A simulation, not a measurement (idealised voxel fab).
Process module heading - voxel wiring stack
It is cross-section cut that appears here, measuring 180 nm in width, its square cells being 5 nm in size.
Cross-section, as written here: a square-cell grid given band by band from the top down, where a band holds one or more rows of cells.
The entry gives the band's vertical extent as a top height and a bottom height in nm, then its horizontal make-up as materials from left to right, each with a width in nm. "air" stands for empty space; a single material marked "all across" fills the band edge to edge.
Ref level 0: as-received wafer is one material below here. Bottom band extends down with no lower bound ("top 0, no bottom").
Width: "30..40" (first number = top row, second number = bottom row, same change from row to row of cells).
For the purposes of this document, the phrase "identical to before" attached to a step denotes that no cell within the cross-section was modified by that step.
"Closed void table" specifies each empty space that is not open to the top and that occupies no fewer than 8 cells, using the form width x height at distance, the distance measured from the left edge and all three quantities in nm.
Step line, after settings: the simulator's comment on this step.
overlay nm: how far to the right of its planned place the mask lay on this masked step (negative: to the left).
[Intended process steps]
1,RECEIVE | material Si
2,CONFORMAL_DEP | material SiO2 | thk nm 15
3,DIRECTIONAL_DEP | material TiN | thk nm 5
4,DIRECTIONAL_DEP | material W | thk nm 20
5,DIRECTIONAL_DEP | material aC | thk nm 15
6,PATTERN | tone cover | mask id METAL_1 | material resist | width nm 30 | pitch nm 50 | thk nm 30 | overlay nm 0
7,DIRECTIONAL_ETCH | etch materials aC | depth nm 15
8,STRIP | etch materials resist
9,DIRECTIONAL_ETCH | etch materials W | depth nm 20
10,DIRECTIONAL_ETCH | etch materials TiN | depth nm 5
11,STRIP | etch materials aC
12,CONFORMAL_DEP | material SiCN | thk nm 5
13,FILL_DEP | material lowk | thk nm 10
14,CMP | height nm 40
15,CONFORMAL_DEP | material SiCN | thk nm 5
16,DIRECTIONAL_DEP | material lowk | thk nm 30
17,DIRECTIONAL_DEP | material aC | thk nm 15
18,PATTERN | tone open | mask id METAL_2_HOLES | material resist | width nm 15 | pitch nm 50 | thk nm 35 | overlay nm 0
19,DIRECTIONAL_ETCH | etch materials aC | depth nm 15
20,STRIP | etch materials resist
21,DIRECTIONAL_ETCH | etch materials lowk | depth nm 30
22,STRIP | etch materials aC
23,MASKED_ETCH | tone open | mask id METAL_2 | width nm 30 | pitch nm 50 | etch materials lowk | depth nm 15 | overlay nm 0
24,MASKED_ETCH | tone open | mask id METAL_2 | width nm 30 | pitch nm 50 | etch materials SiCN | depth nm 5 | overlay nm 0
25,CONFORMAL_DEP | material TiN | thk nm 5
26,FILL_DEP | material Cu | thk nm 5
27,CMP | height nm 75
28,CONFORMAL_DEP | material SiCN | thk nm 5
29,DIRECTIONAL_DEP | material SiO2 | thk nm 20
30,DIRECTIONAL_DEP | material aC | thk nm 15
31,PATTERN | tone open | mask id PLUG_2 | material resist | width nm 15 | pitch nm 100 | thk nm 30 | overlay nm 0
32,DIRECTIONAL_ETCH | etch materials aC | depth nm 15
33,STRIP | etch materials resist
34,DIRECTIONAL_ETCH | etch materials SiO2 | depth nm 20
35,DIRECTIONAL_ETCH | etch materials SiCN | depth nm 5
36,STRIP | etch materials aC
37,CONFORMAL_DEP | material TiN | thk nm 5
38,FILL_DEP | material W | thk nm 10
39,CMP | height nm 100
40,CONFORMAL_DEP | material SiN | thk nm 5
41,DIRECTIONAL_DEP | material SiO2 | thk nm 25
42,DIRECTIONAL_DEP | material aC | thk nm 10
43,PATTERN | tone open | mask id METAL_3 | material resist | width nm 30 | pitch nm 50 | thk nm 25 | overlay nm 0
44,DIRECTIONAL_ETCH | etch materials aC | depth nm 10
45,STRIP | etch materials resist
46,DIRECTIONAL_ETCH | etch materials SiO2 | depth nm 25
47,DIRECTIONAL_ETCH | etch materials SiN | depth nm 5
48,STRIP | etch materials aC
49,CONFORMAL_DEP | material TiN | thk nm 5
50,FILL_DEP | material Cu | thk nm 5
51,CMP | height nm 130
52,EPI | material Ru | thk nm 5
53,FILL_DEP | material SiCN | thk nm 5
54,DIRECTIONAL_DEP | material SiO2 | thk nm 15
55,MASKED_ETCH | tone open | mask id PLUG_3 | width nm 15 | pitch nm 50 | etch materials SiO2 | depth nm 15 | overlay nm 0
56,MASKED_ETCH | tone open | mask id PLUG_3 | width nm 15 | pitch nm 50 | etch materials SiCN | depth nm 5 | overlay nm 0
57,CONFORMAL_DEP | material TiN | thk nm 5
58,FILL_DEP | material Cu | thk nm 10
59,CMP | height nm 155
60,CONFORMAL_DEP | material SiN | thk nm 5
61,DIRECTIONAL_DEP | material lowk | thk nm 20
62,PATTERN | tone open | mask id METAL_4 | material resist | width nm 30 | pitch nm 50 | thk nm 15 | overlay nm 0
63,DIRECTIONAL_ETCH | etch materials lowk | depth nm 20
64,DIRECTIONAL_ETCH | etch materials SiN | depth nm 5
65,STRIP | etch materials resist
66,CONFORMAL_DEP | material TiN | thk nm 5
67,FILL_DEP | material W | thk nm 10
68,CMP | height nm 180
69,CONFORMAL_DEP | material SiCN | thk nm 5
[First wafer of two (run as planned)]
[Step 1 complete: cross-section of the wafer as received]
    top 0, no bottom  Si all across
    Closed void table: none
[Step 2 complete: cross-section through the wafer]
    top 15, bottom 0  SiO2 all across
    Under 0: no change, same as before.
[Step 3 complete: cross-section through the wafer]
    top 20, bottom 15  TiN all across
    Under 15: no change, same as before.
[Step 4 complete: cross-section through the wafer]
    top 40, bottom 20  W all across
    Under 20: no change, same as before.
[Step 5 complete: cross-section through the wafer]
    top 55, bottom 40  aC all across
    Under 40: no change, same as before.
[Step 6 complete: cross-section through the wafer]
    top 85, bottom 55  air (25) | resist (30) | air (20) | resist (30) | air (20) | resist (30) | air (25)
    Under 55: no change, same as before.
[Step 7 complete: cross-section through the wafer]
    top 70, bottom 55  air (25) | resist (30) | air (20) | resist (30) | air (20) | resist (30) | air (25)
    top 55, bottom 40  air (25) | aC (30) | air (20) | aC (30) | air (20) | aC (30) | air (25)
    Under 40: no change, same as before.
[Step 8 complete: cross-section through the wafer]
    top 55, bottom 40  air (25) | aC (30) | air (20) | aC (30) | air (20) | aC (30) | air (25)
    Under 40: no change, same as before.
[Step 9 complete: cross-section through the wafer]
    top 55, bottom 40  air (25) | aC (30) | air (20) | aC (30) | air (20) | aC (30) | air (25)
    top 40, bottom 20  air (25) | W (30) | air (20) | W (30) | air (20) | W (30) | air (25)
    Under 20: no change, same as before.
[Step 10 complete: cross-section through the wafer]
    top 55, bottom 40  air (25) | aC (30) | air (20) | aC (30) | air (20) | aC (30) | air (25)
    top 40, bottom 20  air (25) | W (30) | air (20) | W (30) | air (20) | W (30) | air (25)
    top 20, bottom 15  air (25) | TiN (30) | air (20) | TiN (30) | air (20) | TiN (30) | air (25)
    Under 15: no change, same as before.
[Step 11 complete: cross-section through the wafer]
    top 40, bottom 20  air (25) | W (30) | air (20) | W (30) | air (20) | W (30) | air (25)
    Under 20: no change, same as before.
[Step 12 complete: cross-section through the wafer]
    top 45, bottom 40  air (20) | SiCN (40) | air (10) | SiCN (40) | air (10) | SiCN (40) | air (20)
    top 40, bottom 20  air (20) | SiCN (5) | W (30) | SiCN (5) | air (10) | SiCN (5) | W (30) | SiCN (5) | air (10) | SiCN (5) | W (30) | SiCN (5) | air (20)
    top 20, bottom 15  SiCN (25) | TiN (30) | SiCN (20) | TiN (30) | SiCN (20) | TiN (30) | SiCN (25)
    Under 15: no change, same as before.
[Step 13 complete: cross-section through the wafer]
    top 55, bottom 45  lowk all across
    top 45, bottom 40  lowk (20) | SiCN (40) | lowk (10) | SiCN (40) | lowk (10) | SiCN (40) | lowk (20)
    top 40, bottom 20  lowk (20) | SiCN (5) | W (30) | SiCN (5) | lowk (10) | SiCN (5) | W (30) | SiCN (5) | lowk (10) | SiCN (5) | W (30) | SiCN (5) | lowk (20)
    Under 20: no change, same as before.
[Step 14 complete: cross-section through the wafer]
    top 40, bottom 20  lowk (20) | SiCN (5) | W (30) | SiCN (5) | lowk (10) | SiCN (5) | W (30) | SiCN (5) | lowk (10) | SiCN (5) | W (30) | SiCN (5) | lowk (20)
    Under 20: no change, same as before.
[Step 15 complete: cross-section through the wafer]
    top 45, bottom 40  SiCN all across
    Under 40: no change, same as before.
[Step 16 complete: cross-section through the wafer]
    top 75, bottom 45  lowk all across
    Under 45: no change, same as before.
[Step 17 complete: cross-section through the wafer]
    top 90, bottom 75  aC all across
    Under 75: no change, same as before.
[Step 18 complete: cross-section through the wafer]
    top 125, bottom 90  resist (25) | air (15) | resist (35) | air (15) | resist (35) | air (15) | resist (40)
    Under 90: no change, same as before.
[Step 19 complete: cross-section through the wafer]
    top 110, bottom 90  resist (25) | air (15) | resist (35) | air (15) | resist (35) | air (15) | resist (40)
    top 90, bottom 75  aC (25) | air (15) | aC (35) | air (15) | aC (35) | air (15) | aC (40)
    Under 75: no change, same as before.
[Step 20 complete: cross-section through the wafer]
    top 90, bottom 75  aC (25) | air (15) | aC (35) | air (15) | aC (35) | air (15) | aC (40)
    Under 75: no change, same as before.
[Step 21 complete: cross-section through the wafer]
    top 90, bottom 75  aC (25) | air (15) | aC (35) | air (15) | aC (35) | air (15) | aC (40)
    top 75, bottom 45  lowk (25) | air (15) | lowk (35) | air (15) | lowk (35) | air (15) | lowk (40)
    Under 45: no change, same as before.
[Step 22 complete: cross-section through the wafer]
    top 75, bottom 45  lowk (25) | air (15) | lowk (35) | air (15) | lowk (35) | air (15) | lowk (40)
    Under 45: no change, same as before.
[Step 23 complete: cross-section through the wafer]
    top 75, bottom 60  lowk (25) | air (30) | lowk (20) | air (30) | lowk (20) | air (30) | lowk (25)
    Under 60: no change, same as before.
[Step 24 complete: cross-section through the wafer]
    top 75, bottom 60  lowk (25) | air (30) | lowk (20) | air (30) | lowk (20) | air (30) | lowk (25)
    top 60, bottom 45  lowk (25) | air (15) | lowk (35) | air (15) | lowk (35) | air (15) | lowk (40)
    top 45, bottom 40  SiCN (25) | air (15) | SiCN (35) | air (15) | SiCN (35) | air (15) | SiCN (40)
    Under 40: no change, same as before.
[Step 25 complete: cross-section through the wafer]
    top 80, bottom 75  TiN (30) | air (20) | TiN (30) | air (20) | TiN (30) | air (20) | TiN (30)
    top 75, bottom 65  lowk (25) | TiN (5) | air (20) | TiN (5) | lowk (20) | TiN (5) | air (20) | TiN (5) | lowk (20) | TiN (5) | air (20) | TiN (5) | lowk (25)
    top 65, bottom 60  lowk (25) | TiN (5) | air (5) | TiN (20) | lowk (20) | TiN (5) | air (5) | TiN (20) | lowk (20) | TiN (5) | air (5) | TiN (20) | lowk (25)
    top 60, bottom 45  lowk (25) | TiN (5) | air (5) | TiN (5) | lowk (35) | TiN (5) | air (5) | TiN (5) | lowk (35) | TiN (5) | air (5) | TiN (5) | lowk (40)
    top 45, bottom 40  SiCN (25) | TiN (15) | SiCN (35) | TiN (15) | SiCN (35) | TiN (15) | SiCN (40)
    Under 40: no change, same as before.
[Step 26 complete: cross-section through the wafer]
    top 85, bottom 80  Cu all across
    top 80, bottom 75  TiN (30) | Cu (20) | TiN (30) | Cu (20) | TiN (30) | Cu (20) | TiN (30)
    top 75, bottom 65  lowk (25) | TiN (5) | Cu (20) | TiN (5) | lowk (20) | TiN (5) | Cu (20) | TiN (5) | lowk (20) | TiN (5) | Cu (20) | TiN (5) | lowk (25)
    top 65, bottom 60  lowk (25) | TiN (5) | Cu (5) | TiN (20) | lowk (20) | TiN (5) | Cu (5) | TiN (20) | lowk (20) | TiN (5) | Cu (5) | TiN (20) | lowk (25)
    top 60, bottom 45  lowk (25) | TiN (5) | Cu (5) | TiN (5) | lowk (35) | TiN (5) | Cu (5) | TiN (5) | lowk (35) | TiN (5) | Cu (5) | TiN (5) | lowk (40)
    Under 45: no change, same as before.
[Step 27 complete: cross-section through the wafer]
    top 75, bottom 65  lowk (25) | TiN (5) | Cu (20) | TiN (5) | lowk (20) | TiN (5) | Cu (20) | TiN (5) | lowk (20) | TiN (5) | Cu (20) | TiN (5) | lowk (25)
    Under 65: no change, same as before.
[Step 28 complete: cross-section through the wafer]
    top 80, bottom 75  SiCN all across
    Under 75: no change, same as before.
[Step 29 complete: cross-section through the wafer]
    top 100, bottom 80  SiO2 all across
    Under 80: no change, same as before.
[Step 30 complete: cross-section through the wafer]
    top 115, bottom 100  aC all across
    Under 100: no change, same as before.
[Step 31 complete: cross-section through the wafer]
    top 145, bottom 115  resist (25) | air (15) | resist (85) | air (15) | resist (40)
    Under 115: no change, same as before.
[Step 32 complete: cross-section through the wafer]
    top 130, bottom 115  resist (25) | air (15) | resist (85) | air (15) | resist (40)
    top 115, bottom 100  aC (25) | air (15) | aC (85) | air (15) | aC (40)
    Under 100: no change, same as before.
[Step 33 complete: cross-section through the wafer]
    top 115, bottom 100  aC (25) | air (15) | aC (85) | air (15) | aC (40)
    Under 100: no change, same as before.
[Step 34 complete: cross-section through the wafer]
    top 115, bottom 100  aC (25) | air (15) | aC (85) | air (15) | aC (40)
    top 100, bottom 80  SiO2 (25) | air (15) | SiO2 (85) | air (15) | SiO2 (40)
    Under 80: no change, same as before.
[Step 35 complete: cross-section through the wafer]
    top 115, bottom 100  aC (25) | air (15) | aC (85) | air (15) | aC (40)
    top 100, bottom 80  SiO2 (25) | air (15) | SiO2 (85) | air (15) | SiO2 (40)
    top 80, bottom 75  SiCN (25) | air (15) | SiCN (85) | air (15) | SiCN (40)
    Under 75: no change, same as before.
[Step 36 complete: cross-section through the wafer]
    top 100, bottom 80  SiO2 (25) | air (15) | SiO2 (85) | air (15) | SiO2 (40)
    Under 80: no change, same as before.
[Step 37 complete: cross-section through the wafer]
    top 105, bottom 100  TiN (30) | air (5) | TiN (95) | air (5) | TiN (45)
    top 100, bottom 80  SiO2 (25) | TiN (5) | air (5) | TiN (5) | SiO2 (85) | TiN (5) | air (5) | TiN (5) | SiO2 (40)
    top 80, bottom 75  SiCN (25) | TiN (15) | SiCN (85) | TiN (15) | SiCN (40)
    Under 75: no change, same as before.
[Step 38 complete: cross-section through the wafer]
    top 115, bottom 105  W all across
    top 105, bottom 100  TiN (30) | W (5) | TiN (95) | W (5) | TiN (45)
    top 100, bottom 80  SiO2 (25) | TiN (5) | W (5) | TiN (5) | SiO2 (85) | TiN (5) | W (5) | TiN (5) | SiO2 (40)
    Under 80: no change, same as before.
[Step 39 complete: cross-section through the wafer]
    top 100, bottom 80  SiO2 (25) | TiN (5) | W (5) | TiN (5) | SiO2 (85) | TiN (5) | W (5) | TiN (5) | SiO2 (40)
    Under 80: no change, same as before.
[Step 40 complete: cross-section through the wafer]
    top 105, bottom 100  SiN all across
    Under 100: no change, same as before.
[Step 41 complete: cross-section through the wafer]
    top 130, bottom 105  SiO2 all across
    Under 105: no change, same as before.
[Step 42 complete: cross-section through the wafer]
    top 140, bottom 130  aC all across
    Under 130: no change, same as before.
[Step 43 complete: cross-section through the wafer]
    top 165, bottom 140  resist (25) | air (30) | resist (20) | air (30) | resist (20) | air (30) | resist (25)
    Under 140: no change, same as before.
[Step 44 complete: cross-section through the wafer]
    top 155, bottom 140  resist (25) | air (30) | resist (20) | air (30) | resist (20) | air (30) | resist (25)
    top 140, bottom 130  aC (25) | air (30) | aC (20) | air (30) | aC (20) | air (30) | aC (25)
    Under 130: no change, same as before.
[Step 45 complete: cross-section through the wafer]
    top 140, bottom 130  aC (25) | air (30) | aC (20) | air (30) | aC (20) | air (30) | aC (25)
    Under 130: no change, same as before.
[Step 46 complete: cross-section through the wafer]
    top 140, bottom 130  aC (25) | air (30) | aC (20) | air (30) | aC (20) | air (30) | aC (25)
    top 130, bottom 105  SiO2 (25) | air (30) | SiO2 (20) | air (30) | SiO2 (20) | air (30) | SiO2 (25)
    Under 105: no change, same as before.
[Step 47 complete: cross-section through the wafer]
    top 140, bottom 130  aC (25) | air (30) | aC (20) | air (30) | aC (20) | air (30) | aC (25)
    top 130, bottom 105  SiO2 (25) | air (30) | SiO2 (20) | air (30) | SiO2 (20) | air (30) | SiO2 (25)
    top 105, bottom 100  SiN (25) | air (30) | SiN (20) | air (30) | SiN (20) | air (30) | SiN (25)
    Under 100: no change, same as before.
[Step 48 complete: cross-section through the wafer]
    top 130, bottom 105  SiO2 (25) | air (30) | SiO2 (20) | air (30) | SiO2 (20) | air (30) | SiO2 (25)
    Under 105: no change, same as before.
[Step 49 complete: cross-section through the wafer]
    top 135, bottom 130  TiN (30) | air (20) | TiN (30) | air (20) | TiN (30) | air (20) | TiN (30)
    top 130, bottom 105  SiO2 (25) | TiN (5) | air (20) | TiN (5) | SiO2 (20) | TiN (5) | air (20) | TiN (5) | SiO2 (20) | TiN (5) | air (20) | TiN (5) | SiO2 (25)
    top 105, bottom 100  SiN (25) | TiN (30) | SiN (20) | TiN (30) | SiN (20) | TiN (30) | SiN (25)
    Under 100: no change, same as before.
[Step 50 complete: cross-section through the wafer]
    top 140, bottom 135  Cu all across
    top 135, bottom 130  TiN (30) | Cu (20) | TiN (30) | Cu (20) | TiN (30) | Cu (20) | TiN (30)
    top 130, bottom 105  SiO2 (25) | TiN (5) | Cu (20) | TiN (5) | SiO2 (20) | TiN (5) | Cu (20) | TiN (5) | SiO2 (20) | TiN (5) | Cu (20) | TiN (5) | SiO2 (25)
    Under 105: no change, same as before.
[Step 51 complete: cross-section through the wafer]
    top 130, bottom 105  SiO2 (25) | TiN (5) | Cu (20) | TiN (5) | SiO2 (20) | TiN (5) | Cu (20) | TiN (5) | SiO2 (20) | TiN (5) | Cu (20) | TiN (5) | SiO2 (25)
    Under 105: no change, same as before.
[Step 52 complete: cross-section through the wafer]
    top 135, bottom 130  air (20) | Ru (40) | air (10) | Ru (40) | air (10) | Ru (40) | air (20)
    Under 130: no change, same as before.
[Step 53 complete: cross-section through the wafer]
    top 140, bottom 135  SiCN all across
    top 135, bottom 130  SiCN (20) | Ru (40) | SiCN (10) | Ru (40) | SiCN (10) | Ru (40) | SiCN (20)
    Under 130: no change, same as before.
[Step 54 complete: cross-section through the wafer]
    top 155, bottom 140  SiO2 all across
    Under 140: no change, same as before.
[Step 55 complete: cross-section through the wafer]
    top 155, bottom 140  SiO2 (25) | air (15) | SiO2 (35) | air (15) | SiO2 (35) | air (15) | SiO2 (40)
    Under 140: no change, same as before.
[Step 56 complete: cross-section through the wafer]
    top 155, bottom 140  SiO2 (25) | air (15) | SiO2 (35) | air (15) | SiO2 (35) | air (15) | SiO2 (40)
    top 140, bottom 135  SiCN (25) | air (15) | SiCN (35) | air (15) | SiCN (35) | air (15) | SiCN (40)
    Under 135: no change, same as before.
[Step 57 complete: cross-section through the wafer]
    top 160, bottom 155  TiN (30) | air (5) | TiN (45) | air (5) | TiN (45) | air (5) | TiN (45)
    top 155, bottom 140  SiO2 (25) | TiN (5) | air (5) | TiN (5) | SiO2 (35) | TiN (5) | air (5) | TiN (5) | SiO2 (35) | TiN (5) | air (5) | TiN (5) | SiO2 (40)
    top 140, bottom 135  SiCN (25) | TiN (15) | SiCN (35) | TiN (15) | SiCN (35) | TiN (15) | SiCN (40)
    Under 135: no change, same as before.
[Step 58 complete: cross-section through the wafer]
    top 170, bottom 160  Cu all across
    top 160, bottom 155  TiN (30) | Cu (5) | TiN (45) | Cu (5) | TiN (45) | Cu (5) | TiN (45)
    top 155, bottom 140  SiO2 (25) | TiN (5) | Cu (5) | TiN (5) | SiO2 (35) | TiN (5) | Cu (5) | TiN (5) | SiO2 (35) | TiN (5) | Cu (5) | TiN (5) | SiO2 (40)
    Under 140: no change, same as before.
[Step 59 complete: cross-section through the wafer]
    top 155, bottom 140  SiO2 (25) | TiN (5) | Cu (5) | TiN (5) | SiO2 (35) | TiN (5) | Cu (5) | TiN (5) | SiO2 (35) | TiN (5) | Cu (5) | TiN (5) | SiO2 (40)
    Under 140: no change, same as before.
[Step 60 complete: cross-section through the wafer]
    top 160, bottom 155  SiN all across
    Under 155: no change, same as before.
[Step 61 complete: cross-section through the wafer]
    top 180, bottom 160  lowk all across
    Under 160: no change, same as before.
[Step 62 complete: cross-section through the wafer]
    top 195, bottom 180  resist (25) | air (30) | resist (20) | air (30) | resist (20) | air (30) | resist (25)
    Under 180: no change, same as before.
[Step 63 complete: cross-section through the wafer]
    top 195, bottom 180  resist (25) | air (30) | resist (20) | air (30) | resist (20) | air (30) | resist (25)
    top 180, bottom 160  lowk (25) | air (30) | lowk (20) | air (30) | lowk (20) | air (30) | lowk (25)
    Under 160: no change, same as before.
[Step 64 complete: cross-section through the wafer]
    top 195, bottom 180  resist (25) | air (30) | resist (20) | air (30) | resist (20) | air (30) | resist (25)
    top 180, bottom 160  lowk (25) | air (30) | lowk (20) | air (30) | lowk (20) | air (30) | lowk (25)
    top 160, bottom 155  SiN (25) | air (30) | SiN (20) | air (30) | SiN (20) | air (30) | SiN (25)
    Under 155: no change, same as before.
[Step 65 complete: cross-section through the wafer]
    top 180, bottom 160  lowk (25) | air (30) | lowk (20) | air (30) | lowk (20) | air (30) | lowk (25)
    Under 160: no change, same as before.
[Step 66 complete: cross-section through the wafer]
    top 185, bottom 180  TiN (30) | air (20) | TiN (30) | air (20) | TiN (30) | air (20) | TiN (30)
    top 180, bottom 160  lowk (25) | TiN (5) | air (20) | TiN (5) | lowk (20) | TiN (5) | air (20) | TiN (5) | lowk (20) | TiN (5) | air (20) | TiN (5) | lowk (25)
    top 160, bottom 155  SiN (25) | TiN (30) | SiN (20) | TiN (30) | SiN (20) | TiN (30) | SiN (25)
    Under 155: no change, same as before.
[Step 67 complete: cross-section through the wafer]
    top 195, bottom 185  W all across
    top 185, bottom 180  TiN (30) | W (20) | TiN (30) | W (20) | TiN (30) | W (20) | TiN (30)
    top 180, bottom 160  lowk (25) | TiN (5) | W (20) | TiN (5) | lowk (20) | TiN (5) | W (20) | TiN (5) | lowk (20) | TiN (5) | W (20) | TiN (5) | lowk (25)
    Under 160: no change, same as before.
[Step 68 complete: cross-section through the wafer]
    top 180, bottom 160  lowk (25) | TiN (5) | W (20) | TiN (5) | lowk (20) | TiN (5) | W (20) | TiN (5) | lowk (20) | TiN (5) | W (20) | TiN (5) | lowk (25)
    Under 160: no change, same as before.
[Step 69 complete: cross-section through the wafer]
    top 185, bottom 180  SiCN all across
    Under 180: no change, same as before.
[Companion wafer, the second of two: same beginning, same intended sequence, one mistake in carrying it out; through step 53 inclusive it tracks the first exactly]
[The second wafer cut through, at the time step 54 was supposed to be finished]
    top 145, bottom 140  SiO2 all across
    Under 140: no change, same as before.
[The second wafer cut through, at the time step 55 was supposed to be finished]
    top 145, bottom 140  SiO2 (25) | air (15) | SiO2 (35) | air (15) | SiO2 (35) | air (15) | SiO2 (40)
    Under 140: no change, same as before.
[The second wafer cut through, at the time step 56 was supposed to be finished]
    top 145, bottom 140  SiO2 (25) | air (15) | SiO2 (35) | air (15) | SiO2 (35) | air (15) | SiO2 (40)
    top 140, bottom 135  SiCN (25) | air (15) | SiCN (35) | air (15) | SiCN (35) | air (15) | SiCN (40)
    Under 135: no change, same as before.
[The second wafer cut through, at the time step 57 was supposed to be finished]
    top 150, bottom 145  TiN (30) | air (5) | TiN (45) | air (5) | TiN (45) | air (5) | TiN (45)
    top 145, bottom 140  SiO2 (25) | TiN (5) | air (5) | TiN (5) | SiO2 (35) | TiN (5) | air (5) | TiN (5) | SiO2 (35) | TiN (5) | air (5) | TiN (5) | SiO2 (40)
    top 140, bottom 135  SiCN (25) | TiN (15) | SiCN (35) | TiN (15) | SiCN (35) | TiN (15) | SiCN (40)
    Under 135: no change, same as before.
[The second wafer cut through, at the time step 58 was supposed to be finished]
    top 160, bottom 150  Cu all across
    top 150, bottom 145  TiN (30) | Cu (5) | TiN (45) | Cu (5) | TiN (45) | Cu (5) | TiN (45)
    top 145, bottom 140  SiO2 (25) | TiN (5) | Cu (5) | TiN (5) | SiO2 (35) | TiN (5) | Cu (5) | TiN (5) | SiO2 (35) | TiN (5) | Cu (5) | TiN (5) | SiO2 (40)
    Under 140: no change, same as before.
[The second wafer cut through, at the time step 59 was supposed to be finished]
    top 155, bottom 150  Cu all across
    Under 150: no change, same as before.
[The second wafer cut through, at the time step 60 was supposed to be finished]
    top 160, bottom 155  SiN all across
    Under 155: no change, same as before.
[The second wafer cut through, at the time step 61 was supposed to be finished]
    top 180, bottom 160  lowk all across
    Under 160: no change, same as before.
[The second wafer cut through, at the time step 62 was supposed to be finished]
    top 195, bottom 180  resist (25) | air (30) | resist (20) | air (30) | resist (20) | air (30) | resist (25)
    Under 180: no change, same as before.
[The second wafer cut through, at the time step 63 was supposed to be finished]
    top 195, bottom 180  resist (25) | air (30) | resist (20) | air (30) | resist (20) | air (30) | resist (25)
    top 180, bottom 160  lowk (25) | air (30) | lowk (20) | air (30) | lowk (20) | air (30) | lowk (25)
    Under 160: no change, same as before.
[The second wafer cut through, at the time step 64 was supposed to be finished]
    top 195, bottom 180  resist (25) | air (30) | resist (20) | air (30) | resist (20) | air (30) | resist (25)
    top 180, bottom 160  lowk (25) | air (30) | lowk (20) | air (30) | lowk (20) | air (30) | lowk (25)
    top 160, bottom 155  SiN (25) | air (30) | SiN (20) | air (30) | SiN (20) | air (30) | SiN (25)
    Under 155: no change, same as before.
[The second wafer cut through, at the time step 65 was supposed to be finished]
    top 180, bottom 160  lowk (25) | air (30) | lowk (20) | air (30) | lowk (20) | air (30) | lowk (25)
    Under 160: no change, same as before.
[The second wafer cut through, at the time step 66 was supposed to be finished]
    top 185, bottom 180  TiN (30) | air (20) | TiN (30) | air (20) | TiN (30) | air (20) | TiN (30)
    top 180, bottom 160  lowk (25) | TiN (5) | air (20) | TiN (5) | lowk (20) | TiN (5) | air (20) | TiN (5) | lowk (20) | TiN (5) | air (20) | TiN (5) | lowk (25)
    top 160, bottom 155  SiN (25) | TiN (30) | SiN (20) | TiN (30) | SiN (20) | TiN (30) | SiN (25)
    Under 155: no change, same as before.
[The second wafer cut through, at the time step 67 was supposed to be finished]
    top 195, bottom 185  W all across
    top 185, bottom 180  TiN (30) | W (20) | TiN (30) | W (20) | TiN (30) | W (20) | TiN (30)
    top 180, bottom 160  lowk (25) | TiN (5) | W (20) | TiN (5) | lowk (20) | TiN (5) | W (20) | TiN (5) | lowk (20) | TiN (5) | W (20) | TiN (5) | lowk (25)
    Under 160: no change, same as before.
[The second wafer cut through, at the time step 68 was supposed to be finished]
    top 180, bottom 160  lowk (25) | TiN (5) | W (20) | TiN (5) | lowk (20) | TiN (5) | W (20) | TiN (5) | lowk (20) | TiN (5) | W (20) | TiN (5) | lowk (25)
    Under 160: no change, same as before.
[The second wafer cut through, at the time step 69 was supposed to be finished]
    top 185, bottom 180  SiCN all across
    Under 180: no change, same as before.
what went wrong: note that step 54 departed from the planned setting and was carried out as DIRECTIONAL_DEP | material SiO2 | thk nm 5
Final wafer comparison in cells, second versus first, more or fewer per material: 33 more of Cu, 54 fewer of SiO2, 21 more of TiN
